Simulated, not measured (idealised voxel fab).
Process module name: voxel quadruple lines
We display cut, a cross-section 205 nm in width whose square cells are each 5 nm.
Reading order for cross-sections: top band down to bottom band. Underlying form: a grid of square cells. Band size: one or more rows of cells. Look at the band entry: it leads with the top's height and the bottom's height in nm. Then it lists the materials left to right, with a width in nm for each. The word "edge to edge" on a single material says that material fills the band edge to edge. The word "empty" is empty space. Heights are reckoned from 0. Under this level, the received wafer is all of one material. The bottommost band is open-ended downward, for example "0 and below". The notation "30->40" denotes a width that varies across the rows of cells in the band, beginning at the first number in the top row, finishing at the second number in the bottom row, and changing by an identical amount from each row to the next. Where a step carries "no modifications", the cross-section came out of it unchanged, cell for cell. Any empty space of 8 cells or more lacking an open way to the top shows up in "Sealed-off cavities" as width x height at distance, distance from the left edge, in nm. after a step's settings: what the simulator itself notes on the step. Steps that use a mask can have "overlay nm" on their line. It says how far the mask sat to the right of where it was meant to be. Negative means to the left.
### Steps planned for the process
1,RECEIVE (material Si)
2,CONFORMAL_DEP (material SiO2; thk nm 5)
3,DIRECTIONAL_DEP (material Ru; thk nm 15)
4,DIRECTIONAL_DEP (material polySi; thk nm 15)
5,DIRECTIONAL_DEP (material aC; thk nm 20)
6,PATTERN (tone cover; mask id MANDREL; material resist; width nm 25; thk nm 25; overlay nm 0)
7,DIRECTIONAL_ETCH (etch materials aC; depth nm 20)
8,STRIP (etch materials resist)
9,CONFORMAL_DEP (material SiO2; thk nm 15)
10,DIRECTIONAL_ETCH (etch materials SiO2; depth nm 15)
11,STRIP (etch materials aC)
12,DIRECTIONAL_ETCH (etch materials polySi; depth nm 15)
13,STRIP (etch materials SiO2)
14,CONFORMAL_DEP (material SiCN; thk nm 5)
15,DIRECTIONAL_ETCH (etch materials SiCN; depth nm 5)
16,STRIP (etch materials polySi)
17,DIRECTIONAL_ETCH (etch materials Ru; depth nm 15)
18,STRIP (etch materials SiCN)
19,FILL_DEP (material lowk; thk nm 5)
20,CMP (height nm 20)
### As-received wafer cross-section (after step 1)
    0 and below | Si edge to edge
    Sealed-off cavities: none
### Starting structure and process plan are as shown above, but one mistake was made in running the module; the wafer cross-section at the end of the module follows
    20 down to 5 | lowk=85, then Ru=5, then lowk=25, then Ru=5, then lowk=85
    5 down to 0 | SiO2 edge to edge
    0 and below | Si edge to edge
    Sealed-off cavities: none
Short version of what went wrong: contrary to plan, step 6 was performed as PATTERN (tone open; mask id MANDREL; material resist; width nm 25; thk nm 25; overlay nm 0)
